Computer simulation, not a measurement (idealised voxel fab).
Title: Process Module voxel self aligned contacts
cross-section cut | 155 nm wide | cells 5 nm
A cross-section is written here as square cells arranged in a grid, and it is given in bands from the top down, each band taking up one or more rows of cells. Read a band's entry like this: the first values are the height of its top and the height of its bottom in nm, and what follows is the sequence of materials from left to right, each with its width in nm. Note that "empty" is empty space, and that a single material marked "full width" reaches across the band from edge to edge. Height reference: 0 = level under which incoming wafer is all one material. Lowest band: no bottom, runs on downward, e.g. "0 and below". Think of "30 to 40" as a width that walks from the first number to the second as you go down the band, top row to bottom row, taking equal-sized steps from row to row. Where a step carries "changes: none", the cross-section came out of it unchanged, cell for cell. Under "Fully sealed cavities" you'll find the enclosed gaps, the ones with no way out to the top, that are 8 cells or bigger; each reads width x height at distance, with distance counted from the left edge, everything in nm. That trailing text on a step's line, after the settings, is the simulator's own remark on the step. overlay nm: where the mask lay relative to plan, measured to the right, on steps with a mask; negatives go left.
Process steps - plan:
1. op RECEIVE | material Si
2. op OXIDIZE | depth nm 5
3. op DIRECTIONAL_DEP | material polySi | thk nm 30
4. op DIRECTIONAL_DEP | material SiN | thk nm 15
5. op PATTERN | tone cover | mask id GATE | material resist | width nm 25 | pitch nm 50 | thk nm 15 | overlay nm 0
6. op DIRECTIONAL_ETCH | etch materials SiN | depth nm 15
7. op DIRECTIONAL_ETCH | etch materials polySi | depth nm 30
8. op STRIP | etch materials resist
9. op CONFORMAL_DEP | material SiN | thk nm 5
10. op DIRECTIONAL_ETCH | etch materials SiN | depth nm 5
11. op FILL_DEP | material SiO2 | thk nm 15
12. op CMP | height nm 50
13. op PATTERN | tone open | mask id CONTACT | material resist | width nm 35 | thk nm 20 | overlay nm 0
14. op DIRECTIONAL_ETCH | etch materials SiO2 | depth nm 55
15. op STRIP | etch materials resist
16. op CONFORMAL_DEP | material TiN | thk nm 5
17. op FILL_DEP | material Ru | thk nm 10
18. op CMP | height nm 50
19. op CONFORMAL_DEP | material SiCN | thk nm 5
What follows covers the first of two wafers; it ran as planned:
The cross-section here shows the wafer as received, i.e. in its state after step 1:
* 0 and below  Si full width
* Fully sealed cavities: none
Cross-section of the wafer after step 2:
* 0 down to -5  SiO2 full width
* Under the height -5 nothing was changed.
Cross-section of the wafer after step 3:
* 30 down to 0  polySi full width
* Under the height 0 nothing was changed.
Cross-section of the wafer after step 4:
* 45 down to 30  SiN full width
* Under the height 30 nothing was changed.
Cross-section of the wafer after step 5:
* 60 down to 45  empty=40  resist=25  empty=25  resist=25  empty=40
* Under the height 45 nothing was changed.
Cross-section of the wafer after step 6:
* 60 down to 45  empty=40  resist=25  empty=25  resist=25  empty=40
* 45 down to 30  empty=40  SiN=25  empty=25  SiN=25  empty=40
* Under the height 30 nothing was changed.
Cross-section of the wafer after step 7:
* 60 down to 45  empty=40  resist=25  empty=25  resist=25  empty=40
* 45 down to 30  empty=40  SiN=25  empty=25  SiN=25  empty=40
* 30 down to 0  empty=40  polySi=25  empty=25  polySi=25  empty=40
* Under the height 0 nothing was changed.
Cross-section of the wafer after step 8:
* 45 down to 30  empty=40  SiN=25  empty=25  SiN=25  empty=40
* Under the height 30 nothing was changed.
Cross-section of the wafer after step 9:
* 50 down to 30  empty=35  SiN=35  empty=15  SiN=35  empty=35
* 30 down to 5  empty=35  SiN=5  polySi=25  SiN=5  empty=15  SiN=5  polySi=25  SiN=5  empty=35
* 5 down to 0  SiN=40  polySi=25  SiN=25  polySi=25  SiN=40
* Under the height 0 nothing was changed.
Cross-section of the wafer after step 10:
* 45 down to 30  empty=35  SiN=35  empty=15  SiN=35  empty=35
* 30 down to 0  empty=35  SiN=5  polySi=25  SiN=5  empty=15  SiN=5  polySi=25  SiN=5  empty=35
* Under the height 0 nothing was changed.
Cross-section of the wafer after step 11:
* 60 down to 45  SiO2 full width
* 45 down to 30  SiO2=35  SiN=35  SiO2=15  SiN=35  SiO2=35
* 30 down to 0  SiO2=35  SiN=5  polySi=25  SiN=5  SiO2=15  SiN=5  polySi=25  SiN=5  SiO2=35
* Under the height 0 nothing was changed.
Cross-section of the wafer after step 12:
* 50 down to 45  SiO2 full width
* Under the height 45 nothing was changed.
Cross-section of the wafer after step 13:
* 70 down to 50  resist=60  empty=35  resist=60
* Under the height 50 nothing was changed.
Cross-section of the wafer after step 14:
* 70 down to 50  resist=60  empty=35  resist=60
* 50 down to 45  SiO2=60  empty=35  SiO2=60
* 45 down to 30  SiO2=35  SiN=35  empty=15  SiN=35  SiO2=35
* 30 down to 0  SiO2=35  SiN=5  polySi=25  SiN=5  empty=15  SiN=5  polySi=25  SiN=5  SiO2=35
* 0 down to -5  SiO2=70  empty=15  SiO2=70
* Under the height -5 nothing was changed.
Cross-section of the wafer after step 15:
* 50 down to 45  SiO2=60  empty=35  SiO2=60
* Under the height 45 nothing was changed.
Cross-section of the wafer after step 16:
* 55 down to 50  TiN=65  empty=25  TiN=65
* 50 down to 45  SiO2=60  TiN=15  empty=5  TiN=15  SiO2=60
* 45 down to 30  SiO2=35  SiN=35  TiN=5  empty=5  TiN=5  SiN=35  SiO2=35
* 30 down to 0  SiO2=35  SiN=5  polySi=25  SiN=5  TiN=5  empty=5  TiN=5  SiN=5  polySi=25  SiN=5  SiO2=35
* 0 down to -5  SiO2=70  TiN=15  SiO2=70
* Under the height -5 nothing was changed.
Cross-section of the wafer after step 17:
* 65 down to 55  Ru full width
* 55 down to 50  TiN=65  Ru=25  TiN=65
* 50 down to 45  SiO2=60  TiN=15  Ru=5  TiN=15  SiO2=60
* 45 down to 30  SiO2=35  SiN=35  TiN=5  Ru=5  TiN=5  SiN=35  SiO2=35
* 30 down to 0  SiO2=35  SiN=5  polySi=25  SiN=5  TiN=5  Ru=5  TiN=5  SiN=5  polySi=25  SiN=5  SiO2=35
* Under the height 0 nothing was changed.
Cross-section of the wafer after step 18:
* 50 down to 45  SiO2=60  TiN=15  Ru=5  TiN=15  SiO2=60
* Under the height 45 nothing was changed.
Cross-section of the wafer after step 19:
* 55 down to 50  SiCN full width
* Under the height 50 nothing was changed.
Wafer two of the pair: same origin, same plan, one error during the run; identical to wafer one up to and including step 4:
Cross-section of the second wafer at the time by which step 5 should have been completed according to the plan:
* 60 down to 45  empty=50  resist=25  empty=25  resist=25  empty=30
* Under the height 45 nothing was changed.
Cross-section of the second wafer at the time by which step 6 should have been completed according to the plan:
* 60 down to 45  empty=50  resist=25  empty=25  resist=25  empty=30
* 45 down to 30  empty=50  SiN=25  empty=25  SiN=25  empty=30
* Under the height 30 nothing was changed.
Cross-section of the second wafer at the time by which step 7 should have been completed according to the plan:
* 60 down to 45  empty=50  resist=25  empty=25  resist=25  empty=30
* 45 down to 30  empty=50  SiN=25  empty=25  SiN=25  empty=30
* 30 down to 0  empty=50  polySi=25  empty=25  polySi=25  empty=30
* Under the height 0 nothing was changed.
Cross-section of the second wafer at the time by which step 8 should have been completed according to the plan:
* 45 down to 30  empty=50  SiN=25  empty=25  SiN=25  empty=30
* Under the height 30 nothing was changed.
Cross-section of the second wafer at the time by which step 9 should have been completed according to the plan:
* 50 down to 30  empty=45  SiN=35  empty=15  SiN=35  empty=25
* 30 down to 5  empty=45  SiN=5  polySi=25  SiN=5  empty=15  SiN=5  polySi=25  SiN=5  empty=25
* 5 down to 0  SiN=50  polySi=25  SiN=25  polySi=25  SiN=30
* Under the height 0 nothing was changed.
Cross-section of the second wafer at the time by which step 10 should have been completed according to the plan:
* 45 down to 30  empty=45  SiN=35  empty=15  SiN=35  empty=25
* 30 down to 0  empty=45  SiN=5  polySi=25  SiN=5  empty=15  SiN=5  polySi=25  SiN=5  empty=25
* Under the height 0 nothing was changed.
Cross-section of the second wafer at the time by which step 11 should have been completed according to the plan:
* 60 down to 45  SiO2 full width
* 45 down to 30  SiO2=45  SiN=35  SiO2=15  SiN=35  SiO2=25
* 30 down to 0  SiO2=45  SiN=5  polySi=25  SiN=5  SiO2=15  SiN=5  polySi=25  SiN=5  SiO2=25
* Under the height 0 nothing was changed.
Cross-section of the second wafer at the time by which step 12 should have been completed according to the plan:
* 50 down to 45  SiO2 full width
* Under the height 45 nothing was changed.
Cross-section of the second wafer at the time by which step 13 should have been completed according to the plan:
* 70 down to 50  resist=60  empty=35  resist=60
* Under the height 50 nothing was changed.
Cross-section of the second wafer at the time by which step 14 should have been completed according to the plan:
* 70 down to 50  resist=60  empty=35  resist=60
* 50 down to 45  SiO2=60  empty=35  SiO2=60
* 45 down to 30  SiO2=45  SiN=35  empty=15  SiN=35  SiO2=25
* 30 down to 0  SiO2=45  SiN=5  polySi=25  SiN=5  empty=15  SiN=5  polySi=25  SiN=5  SiO2=25
* 0 down to -5  SiO2=80  empty=15  SiO2=60
* Under the height -5 nothing was changed.
Cross-section of the second wafer at the time by which step 15 should have been completed according to the plan:
* 50 down to 45  SiO2=60  empty=35  SiO2=60
* Under the height 45 nothing was changed.
Cross-section of the second wafer at the time by which step 16 should have been completed according to the plan:
* 55 down to 50  TiN=65  empty=25  TiN=65
* 50 down to 45  SiO2=60  TiN=25  empty=5  TiN=5  SiO2=60
* 45 down to 30  SiO2=45  SiN=35  TiN=5  empty=5  TiN=5  SiN=35  SiO2=25
* 30 down to 0  SiO2=45  SiN=5  polySi=25  SiN=5  TiN=5  empty=5  TiN=5  SiN=5  polySi=25  SiN=5  SiO2=25
* 0 down to -5  SiO2=80  TiN=15  SiO2=60
* Under the height -5 nothing was changed.
Cross-section of the second wafer at the time by which step 17 should have been completed according to the plan:
* 65 down to 55  Ru full width
* 55 down to 50  TiN=65  Ru=25  TiN=65
* 50 down to 45  SiO2=60  TiN=25  Ru=5  TiN=5  SiO2=60
* 45 down to 30  SiO2=45  SiN=35  TiN=5  Ru=5  TiN=5  SiN=35  SiO2=25
* 30 down to 0  SiO2=45  SiN=5  polySi=25  SiN=5  TiN=5  Ru=5  TiN=5  SiN=5  polySi=25  SiN=5  SiO2=25
* Under the height 0 nothing was changed.
Cross-section of the second wafer at the time by which step 18 should have been completed according to the plan:
* 50 down to 45  SiO2=60  TiN=25  Ru=5  TiN=5  SiO2=60
* Under the height 45 nothing was changed.
Cross-section of the second wafer at the time by which step 19 should have been completed according to the plan:
* 55 down to 50  SiCN full width
* Under the height 50 nothing was changed.
What broke from the plan during processing? the process deviated at step 5: the operation and settings actually run there were op PATTERN | tone cover | mask id GATE | material resist | width nm 25 | pitch nm 50 | thk nm 15 | overlay nm 10
In the final comparison it is observed that the number of cells assigned to each material is identical for the two wafers, whereas their placement is not.
